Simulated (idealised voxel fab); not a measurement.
process module | voxel fin reveal
cross-section cut | 140 nm wide | cells 5 nm
A cross-section is a grid of square cells, given in bands from the top down. A band is one or more rows of cells.
Each band's line starts with the height of the band's top and of its bottom, in nm. Then come its materials from left to right, each with its width in nm. One material with "throughout" fills the band from edge to edge. "air" is empty space.
Height 0 is the level under which the wafer as received is all one material. The lowest band goes on downwards, as in "0 down".
A width such as "30 to 40" changes by the same amount from each row of cells to the next, from the band's top row to its bottom row.
"no change" after a step means that no cell of the cross-section changed.
closed voids: empty space of 8 cells or more with no open way to the top, each as width x height at its distance from the left edge, in nm
after a step's settings: what the simulator itself notes on the step
overlay nm, on a step with a mask: how far to the right of its planned place the mask lay; to the left if negative
plan
1 op RECEIVE | material Si
2 op CONFORMAL_DEP | material SiN | thk nm 10
3 op MASKED_ETCH | tone cover | mask id FINS | width nm 15 | pitch nm 35 | etch materials SiN | depth nm 10 | overlay nm 0
4 op MASKED_ETCH | tone cover | mask id FINS | width nm 15 | pitch nm 35 | etch materials Si | depth nm 30 | overlay nm 0
5 op FILL_DEP | material SiO2 | thk nm 5
6 op CMP | height nm 10
7 op SELECTIVE_ETCH | etch materials SiO2 | depth nm 25
8 op STRIP | etch materials SiN
first wafer, as planned
as received, after step 1
  0 down: Si throughout
  closed voids: none
after step 2
  10 to 0: SiN throughout
  below 0: unchanged
after step 3
  10 to 0: air 45 | SiN 15 | air 20 | SiN 15 | air 45
  below 0: unchanged
after step 4
  10 to 0: air 45 | SiN 15 | air 20 | SiN 15 | air 45
  0 to -30: air 45 | Si 15 | air 20 | Si 15 | air 45
  below -30: unchanged
after step 5
  15 to 10: SiO2 throughout
  10 to 0: SiO2 45 | SiN 15 | SiO2 20 | SiN 15 | SiO2 45
  0 to -30: SiO2 45 | Si 15 | SiO2 20 | Si 15 | SiO2 45
  below -30: unchanged
after step 6
  10 to 0: SiO2 45 | SiN 15 | SiO2 20 | SiN 15 | SiO2 45
  below 0: unchanged
after step 7
  10 to 0: air 45 | SiN 15 | air 20 | SiN 15 | air 45
  0 to -15: air 45 | Si 15 | air 20 | Si 15 | air 45
  below -15: unchanged
after step 8
  0 to -15: air 45 | Si 15 | air 20 | Si 15 | air 45
  below -15: unchanged
second wafer: like start, like plan, one mistake. Through step 7 it matches the first wafer
when step 8 should have ended: no change
what went wrong: step 8 was left out
at the end the second wafer has, in cells: 12 more of SiN
